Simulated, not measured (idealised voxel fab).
Title: Process Module voxel double patterning
Cross-section cut: width 190 nm, square cells of 5 nm.
A cross-section is a grid of square cells, given in bands from the top down. A band is one or more rows of cells. A band entry consists of two parts. The first gives the height of the band's top and the height of its bottom, in nm. The rest lists the band's materials from left to right, each with its width in nm. A single material labelled with the word "everywhere" fills the band from edge to edge, and the word "empty" marks empty space. Heights are measured from 0, the level below which the as-received wafer is all one material; the lowest band has no bottom and continues downward, written as in "0 nm and below". A two-number width, for instance "30->40", indicates that the width is equal to the first number in the top row of the band and to the second number in the bottom row, and that it changes by a constant amount per row of cells. When a step is marked "everything unchanged", none of the cells in the cross-section changed during that step. The list in "Enclosed void inventory" covers empty spaces of 8 cells or more that cannot reach the top through any open way, and it gives each as width x height at distance; the distance is from the left edge, and width, height and distance are in nm. Read whatever lies past the settings on a step's line as the simulator's own remark about the step. When a step includes a mask, the "overlay nm" setting on its line states how far to the right of its planned place that mask lay, and negative values state how far to the left.

## So here's the lineup of process steps we planned
1. RECEIVE [material Si]
2. CONFORMAL_DEP [material SiO2] [thk nm 10]
3. DIRECTIONAL_DEP [material polySi] [thk nm 15]
4. DIRECTIONAL_DEP [material SiN] [thk nm 5]
5. DIRECTIONAL_DEP [material aC] [thk nm 10]
6. PATTERN [tone open] [mask id FIRST] [material resist] [width nm 15] [pitch nm 50] [thk nm 30] [overlay nm 0]
7. DIRECTIONAL_ETCH [etch materials aC] [depth nm 10]
8. STRIP [etch materials resist]
9. DIRECTIONAL_ETCH [etch materials SiN] [depth nm 5]
10. STRIP [etch materials aC]
11. MASKED_ETCH [tone open] [mask id SECOND] [width nm 15] [pitch nm 50] [etch materials SiN] [depth nm 5] [overlay nm 0]
12. DIRECTIONAL_ETCH [etch materials polySi] [depth nm 15]
13. STRIP [etch materials SiN]

## Step 1 complete: cross-section of the wafer as received
  0 nm and below  Si everywhere
  Enclosed void inventory: none

## Cross-section, first of two wafers, end of module, run as planned
  25 nm to 10 nm  35 nm polySi / 15 nm empty / 10 nm polySi / 15 nm empty / 10 nm polySi / 15 nm empty / 10 nm polySi / 15 nm empty / 10 nm polySi / 15 nm empty / 40 nm polySi
  10 nm to 0 nm  SiO2 everywhere
  0 nm and below  Si everywhere
  Enclosed void inventory: none

## End of module, second wafer, cross-section. Started like the first, planned like the first, run with one mistake
  25 nm to 15 nm  SiO2 everywhere
  15 nm to 0 nm  polySi everywhere
  0 nm and below  Si everywhere
  Enclosed void inventory: none
Deviation from plan: steps 2 and 3 swapped
at the end the second wafer has, in cells: 45 more of polySi
